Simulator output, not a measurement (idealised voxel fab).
process module | voxel quadruple lines
cross-section cut | 300 nm wide | cells 5 nm
A cross-section is a grid of square cells, given in bands from the top down. A band is one or more rows of cells.
Each band's line starts with the height of the band's top and of its bottom, in nm. Then come its materials from left to right, each with its width in nm. One material with "throughout" fills the band from edge to edge. "air" is empty space.
Height 0 is the level under which the wafer as received is all one material. The lowest band goes on downwards, as in "0 down".
A width such as "30 to 40" changes by the same amount from each row of cells to the next, from the band's top row to its bottom row.
"no change" after a step means that no cell of the cross-section changed.
closed voids: empty space of 8 cells or more with no open way to the top, each as width x height at its distance from the left edge, in nm
after a step's settings: what the simulator itself notes on the step
overlay nm, on a step with a mask: how far to the right of its planned place the mask lay; to the left if negative
plan
1 op RECEIVE | material Si
2 op CONFORMAL_DEP | material Al2O3 | thk nm 5
3 op DIRECTIONAL_DEP | material TiN | thk nm 10
4 op DIRECTIONAL_DEP | material polySi | thk nm 15
5 op DIRECTIONAL_DEP | material aC | thk nm 25
6 op PATTERN | tone cover | mask id MANDREL | material resist | width nm 35 | pitch nm 100 | thk nm 30 | overlay nm 0
7 op DIRECTIONAL_ETCH | etch materials aC | depth nm 25
8 op STRIP | etch materials resist
9 op CONFORMAL_DEP | material SiO2 | thk nm 15
10 op DIRECTIONAL_ETCH | etch materials SiO2 | depth nm 15
11 op STRIP | etch materials aC
12 op DIRECTIONAL_ETCH | etch materials polySi | depth nm 15
13 op STRIP | etch materials SiO2
14 op CONFORMAL_DEP | material SiCN | thk nm 10
15 op DIRECTIONAL_ETCH | etch materials SiCN | depth nm 10
16 op STRIP | etch materials polySi
17 op DIRECTIONAL_ETCH | etch materials TiN | depth nm 10
18 op STRIP | etch materials SiCN
as received, after step 1
  0 down: Si throughout
  closed voids: none
first wafer at the end, as planned
  15 to 5: air 55 | TiN 10 | air 15 | TiN 10 | air 15 | TiN 10 | air 15 | TiN 10 | air 15 | TiN 10 | air 15 | TiN 10 | air 15 | TiN 10 | air 15 | TiN 10 | air 60
  5 to 0: Al2O3 throughout
  0 down: Si throughout
  closed voids: none
second wafer at the end: like start, like plan, one mistake
  15 to 0: Al2O3 throughout
  0 down: Si throughout
  closed voids: none
what went wrong: step 3 ran as: op DIRECTIONAL_DEP | material Al2O3 | thk nm 10
at the end the second wafer has, in cells: 120 more of Al2O3 | 32 fewer of TiN
